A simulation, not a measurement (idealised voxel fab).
The name of this process module is voxel transistor to metal.
For reference, the cross-section in this document is cut, with width 165 nm and square cells of 5 nm.
Square cells in a grid make up a cross-section in this document, and the grid is given as bands, listed from the top down, each one or more rows of cells.
A band entry consists of two parts. The first gives the height of the band's top and the height of its bottom, in nm. The rest lists the band's materials from left to right, each with its width in nm. A single material labelled with the word "edge to edge" fills the band from edge to edge, and the word "blank" marks empty space.
Basically, 0 is our baseline, since under it the wafer straight out of the box is all one material. The bottom band has no lower end and keeps on going down, so it looks like "0 down".
Graded width ("30 to 40"): value in top row of band = first number; value in bottom row = second number; row-to-row change constant.
Step note "no change" = no cross-section cell changed.
The label "Closed void catalog" introduces a list of the empty spaces, 8 cells or larger, that have no open way up to the top; each entry in it reads width x height at distance, where the distance is taken from the left edge and all three are stated in nm.
Post-settings text on a step line: simulator's own remark regarding the step.
overlay nm: right-of-plan distance of the mask on a masked step; negative values mean left-of-plan.

The process steps that were planned are listed below
step 1: op RECEIVE | material Si
step 2: op CONFORMAL_DEP | material SiO2 | thk nm 5
step 3: op CONFORMAL_DEP | material SiN | thk nm 10
step 4: op DIRECTIONAL_DEP | material aC | thk nm 15
step 5: op PATTERN | tone cover | mask id ACTIVE | material resist | width nm 105 | thk nm 30 | overlay nm 0
step 6: op DIRECTIONAL_ETCH | etch materials aC | depth nm 15
step 7: op STRIP | etch materials resist
step 8: op DIRECTIONAL_ETCH | etch materials SiN | depth nm 10
step 9: op DIRECTIONAL_ETCH | etch materials SiO2 | depth nm 5
step 10: op DIRECTIONAL_ETCH | etch materials Si | depth nm 35
step 11: op STRIP | etch materials aC
step 12: op FILL_DEP | material SiO2 | thk nm 10
step 13: op CMP | height nm 15
step 14: op SELECTIVE_ETCH | etch materials SiO2 | depth nm 5
step 15: op STRIP | etch materials SiN
step 16: op SELECTIVE_ETCH | etch materials SiO2 | depth nm 5
step 17: op OXIDIZE | depth nm 5
step 18: op DIRECTIONAL_DEP | material polySi | thk nm 30
step 19: op DIRECTIONAL_DEP | material SiCN | thk nm 10
step 20: op PATTERN | tone cover | mask id GATE | material resist | width nm 25 | thk nm 20 | overlay nm 0
step 21: op DIRECTIONAL_ETCH | etch materials SiCN | depth nm 20
step 22: op DIRECTIONAL_ETCH | etch materials polySi | depth nm 40
step 23: op STRIP | etch materials resist
step 24: op CONFORMAL_DEP | material SiN | thk nm 10
step 25: op DIRECTIONAL_ETCH | etch materials SiN | depth nm 10
step 26: op DIRECTIONAL_ETCH | etch materials SiO2 | depth nm 5
step 27: op DIRECTIONAL_ETCH | etch materials Si | depth nm 5
step 28: op EPI | material pSi | thk nm 5
step 29: op FILL_DEP | material SiO2 | thk nm 10
step 30: op CMP | height nm 40
step 31: op DIRECTIONAL_DEP | material SiO2 | thk nm 15
step 32: op PATTERN | tone open | mask id CONTACT | material resist | width nm 30 | pitch nm 65 | thk nm 20 | overlay nm 0
step 33: op DIRECTIONAL_ETCH | etch materials SiO2 | depth nm 60
step 34: op STRIP | etch materials resist
step 35: op CONFORMAL_DEP | material TiN | thk nm 5
step 36: op FILL_DEP | material Ru | thk nm 5
step 37: op CMP | height nm 55
step 38: op DIRECTIONAL_DEP | material TiN | thk nm 5
step 39: op DIRECTIONAL_DEP | material Ru | thk nm 20
step 40: op PATTERN | tone cover | mask id METAL_1 | material resist | width nm 15 | pitch nm 80 | thk nm 20 | overlay nm 0
step 41: op DIRECTIONAL_ETCH | etch materials Ru | depth nm 20
step 42: op DIRECTIONAL_ETCH | etch materials TiN | depth nm 5
step 43: op STRIP | etch materials resist
step 44: op CONFORMAL_DEP | material SiN | thk nm 5
step 45: op FILL_DEP | material lowk | thk nm 10
step 46: op CMP | height nm 80
step 47: op CONFORMAL_DEP | material SiN | thk nm 5

Cross-section of the wafer upon arrival, representing the state reached after step 1
    0 down | Si edge to edge
    Closed void catalog: none

Module complete - cross-section of the first of two wafers, run according to plan
    85 to 80 | SiN edge to edge
    80 to 60 | lowk: 30 | SiN: 5 | Ru: 15 | SiN: 5 | lowk: 55 | SiN: 5 | Ru: 15 | SiN: 5 | lowk: 30
    60 to 55 | SiN: 35 | TiN: 15 | SiN: 65 | TiN: 15 | SiN: 35
    55 to 45 | SiO2: 35 | TiN: 5 | Ru: 20 | TiN: 5 | SiO2: 35 | TiN: 5 | Ru: 20 | TiN: 5 | SiO2: 35
    45 to 40 | SiO2: 35 | TiN: 5 | Ru: 15 | TiN: 10 | SiO2: 35 | TiN: 10 | Ru: 15 | TiN: 5 | SiO2: 35
    40 to 30 | SiO2: 35 | TiN: 5 | Ru: 15 | TiN: 5 | SiN: 10 | SiCN: 25 | SiN: 10 | TiN: 5 | Ru: 15 | TiN: 5 | SiO2: 35
    30 to 5 | SiO2: 35 | TiN: 5 | Ru: 15 | TiN: 5 | SiN: 10 | polySi: 25 | SiN: 10 | TiN: 5 | Ru: 15 | TiN: 5 | SiO2: 35
    5 to 0 | SiO2: 25 | SiN: 10 | TiN: 10 | Ru: 5 | TiN: 10 | SiN: 10 | polySi: 25 | SiN: 10 | TiN: 10 | Ru: 5 | TiN: 10 | SiN: 10 | SiO2: 25
    0 to -5 | SiO2: 35 | pSi: 5 | TiN: 15 | pSi: 5 | SiO2: 45 | pSi: 5 | TiN: 15 | pSi: 5 | SiO2: 35
    -5 to -10 | SiO2: 30 | Si: 5 | pSi: 25 | Si: 45 | pSi: 25 | Si: 5 | SiO2: 30
    -10 to -35 | SiO2: 30 | Si: 105 | SiO2: 30
    -35 down | Si edge to edge
    Closed void catalog: none

Wafer two, end of module, cross-section. Same start, same plan as wafer one. One mistake in the run
    85 to 80 | SiN edge to edge
    80 to 60 | lowk: 40 | SiN: 5 | Ru: 15 | SiN: 5 | lowk: 55 | SiN: 5 | Ru: 15 | SiN: 5 | lowk: 20
    60 to 55 | SiN: 45 | TiN: 15 | SiN: 65 | TiN: 15 | SiN: 25
    55 to 45 | SiO2: 35 | TiN: 5 | Ru: 20 | TiN: 5 | SiO2: 35 | TiN: 5 | Ru: 20 | TiN: 5 | SiO2: 35
    45 to 40 | SiO2: 35 | TiN: 5 | Ru: 15 | TiN: 10 | SiO2: 35 | TiN: 10 | Ru: 15 | TiN: 5 | SiO2: 35
    40 to 30 | SiO2: 35 | TiN: 5 | Ru: 15 | TiN: 5 | SiN: 10 | SiCN: 25 | SiN: 10 | TiN: 5 | Ru: 15 | TiN: 5 | SiO2: 35
    30 to 5 | SiO2: 35 | TiN: 5 | Ru: 15 | TiN: 5 | SiN: 10 | polySi: 25 | SiN: 10 | TiN: 5 | Ru: 15 | TiN: 5 | SiO2: 35
    5 to 0 | SiO2: 25 | SiN: 10 | TiN: 10 | Ru: 5 | TiN: 10 | SiN: 10 | polySi: 25 | SiN: 10 | TiN: 10 | Ru: 5 | TiN: 10 | SiN: 10 | SiO2: 25
    0 to -5 | SiO2: 35 | pSi: 5 | TiN: 15 | pSi: 5 | SiO2: 45 | pSi: 5 | TiN: 15 | pSi: 5 | SiO2: 35
    -5 to -10 | SiO2: 30 | Si: 5 | pSi: 25 | Si: 45 | pSi: 25 | Si: 5 | SiO2: 30
    -10 to -35 | SiO2: 30 | Si: 105 | SiO2: 30
    -35 down | Si edge to edge
    Closed void catalog: none
Plan not followed: step 40 ran differently from the plan; actual operation with settings: op PATTERN | tone cover | mask id METAL_1 | material resist | width nm 15 | pitch nm 80 | thk nm 20 | overlay nm 10
The two final wafers agree on how many cells each material fills and disagree on which cells those are.
